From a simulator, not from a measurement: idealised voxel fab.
Process module under the name voxel wiring stack
Cross-section cut: width 260 nm, square cells of 5 nm.
The cross-sections in this document take the form of a grid made of square cells. They are written out as bands, in order from top to bottom. Each band consists of one or more rows of cells. What a band's entry tells you: where the top is and where the bottom is, as heights in nm, and after that what lies inside, material by material from left to right, each with its width in nm. Empty space is written as the word "empty", and a single material marked with the word "all across" occupies the band from edge to edge. Heights are measured from 0, the level below which the as-received wafer is all one material; the lowest band has no bottom and continues downward, written as in "0 nm and below". A width given as "30 to 40" starts at the first number in the band's top row and ends at the second number in its bottom row, shifting by an equal amount at every step from row to row. The cross-section has no changed cell in any step marked "everything unchanged". You'll see "Enclosed void catalog" listing empty spaces that have no way open to the top, as long as they're 8 cells or more; the notation is width x height at distance, where the distance is from the left edge, and all of it is in nm. Where a step's line continues beyond its settings, the continuation is a remark by the simulator itself on that step. What "overlay nm" on a step's line means: if the step has a mask, that mask lay this far to the right of its planned place, or, when the value is negative, to the left.

-- Process steps (planned)
- 1: op RECEIVE | material Si
- 2: op CONFORMAL_DEP | material SiO2 | thk nm 15
- 3: op CONFORMAL_DEP | material SiN | thk nm 5
- 4: op DIRECTIONAL_DEP | material SiO2 | thk nm 20
- 5: op PATTERN | tone open | mask id METAL_1 | material resist | width nm 30 | pitch nm 60 | thk nm 20 | overlay nm 0
- 6: op DIRECTIONAL_ETCH | etch materials SiO2 | depth nm 20
- 7: op DIRECTIONAL_ETCH | etch materials SiN | depth nm 5
- 8: op STRIP | etch materials resist
- 9: op CONFORMAL_DEP | material TiN | thk nm 5
- 10: op FILL_DEP | material Cu | thk nm 5
- 11: op CMP | height nm 40
- 12: op CONFORMAL_DEP | material SiCN | thk nm 5
- 13: op DIRECTIONAL_DEP | material lowk | thk nm 30
- 14: op PATTERN | tone open | mask id METAL_2_HOLES | material resist | width nm 15 | pitch nm 120 | thk nm 20 | overlay nm 0
- 15: op DIRECTIONAL_ETCH | etch materials lowk | depth nm 30
- 16: op STRIP | etch materials resist
- 17: op DIRECTIONAL_DEP | material aC | thk nm 15
- 18: op PATTERN | tone open | mask id METAL_2 | material resist | width nm 30 | pitch nm 60 | thk nm 35 | overlay nm 0
- 19: op DIRECTIONAL_ETCH | etch materials aC | depth nm 15
- 20: op STRIP | etch materials resist
- 21: op DIRECTIONAL_ETCH | etch materials lowk | depth nm 15
- 22: op DIRECTIONAL_ETCH | etch materials SiCN | depth nm 5
- 23: op STRIP | etch materials aC
- 24: op CONFORMAL_DEP | material TiN | thk nm 5
- 25: op FILL_DEP | material Cu | thk nm 5
- 26: op CMP | height nm 75
- 27: op CONFORMAL_DEP | material SiCN | thk nm 5
- 28: op DIRECTIONAL_DEP | material SiO2 | thk nm 20
- 29: op PATTERN | tone open | mask id PLUG_2 | material resist | width nm 15 | pitch nm 60 | thk nm 15 | overlay nm 0
- 30: op DIRECTIONAL_ETCH | etch materials SiO2 | depth nm 20
- 31: op DIRECTIONAL_ETCH | etch materials SiCN | depth nm 5
- 32: op STRIP | etch materials resist
- 33: op CONFORMAL_DEP | material TiN | thk nm 5
- 34: op FILL_DEP | material Cu | thk nm 10
- 35: op CMP | height nm 100
- 36: op DIRECTIONAL_DEP | material TiN | thk nm 5
- 37: op DIRECTIONAL_DEP | material W | thk nm 25
- 38: op MASKED_ETCH | tone cover | mask id METAL_3 | width nm 30 | pitch nm 60 | etch materials W | depth nm 25 | overlay nm 0
- 39: op MASKED_ETCH | tone cover | mask id METAL_3 | width nm 30 | pitch nm 60 | etch materials TiN | depth nm 5 | overlay nm 0
- 40: op CONFORMAL_DEP | material SiCN | thk nm 5
- 41: op FILL_DEP | material SiO2 | thk nm 10
- 42: op CMP | height nm 130
- 43: op CONFORMAL_DEP | material SiCN | thk nm 5
- 44: op DIRECTIONAL_DEP | material lowk | thk nm 20
- 45: op MASKED_ETCH | tone open | mask id PLUG_3 | width nm 15 | pitch nm 120 | etch materials lowk | depth nm 20 | overlay nm 0
- 46: op MASKED_ETCH | tone open | mask id PLUG_3 | width nm 15 | pitch nm 120 | etch materials SiCN | depth nm 5 | overlay nm 0
- 47: op EPI | material Ru | thk nm 10
- 48: op EPI | material Ru | thk nm 10
- 49: op EPI | material Ru | thk nm 5
- 50: op CONFORMAL_DEP | material SiCN | thk nm 5
- 51: op DIRECTIONAL_DEP | material SiO2 | thk nm 25
- 52: op PATTERN | tone open | mask id METAL_4 | material resist | width nm 30 | pitch nm 60 | thk nm 20 | overlay nm 0
- 53: op DIRECTIONAL_ETCH | etch materials SiO2 | depth nm 25
- 54: op DIRECTIONAL_ETCH | etch materials SiCN | depth nm 5
- 55: op STRIP | etch materials resist
- 56: op CONFORMAL_DEP | material TiN | thk nm 5
- 57: op FILL_DEP | material W | thk nm 5
- 58: op CMP | height nm 185
- 59: op EPI | material Ru | thk nm 5
- 60: op FILL_DEP | material SiCN | thk nm 5
The wafers are alike at the start. At step 29, their width nm differs. The plan lists the first wafer's value.

-- Here's the first of the wafers in cross-section, just as we got it, i.e. after step 1
* 0 nm and below: Si all across
* Enclosed void catalog: none

-- Quick key for the table: a row per wafer, taken at the end of the module. For each material it tells you how many cells the wafer gained (+) or lost (-) since it came in, and the closed voids come after
width nm 15; +92 Cu; +54 Ru; +313 SiCN; +34 SiN; +774 SiO2; +187 TiN; +150 W; +424 lowk; Enclosed void catalog: none
width nm 20; +104 Cu; +54 Ru; +310 SiCN; +34 SiN; +762 SiO2; +190 TiN; +150 W; +424 lowk; Enclosed void catalog: none
width nm 25; +116 Cu; +54 Ru; +307 SiCN; +34 SiN; +750 SiO2; +193 TiN; +150 W; +424 lowk; Enclosed void catalog: none
width nm 30; +128 Cu; +54 Ru; +304 SiCN; +34 SiN; +738 SiO2; +196 TiN; +150 W; +424 lowk; Enclosed void catalog: none
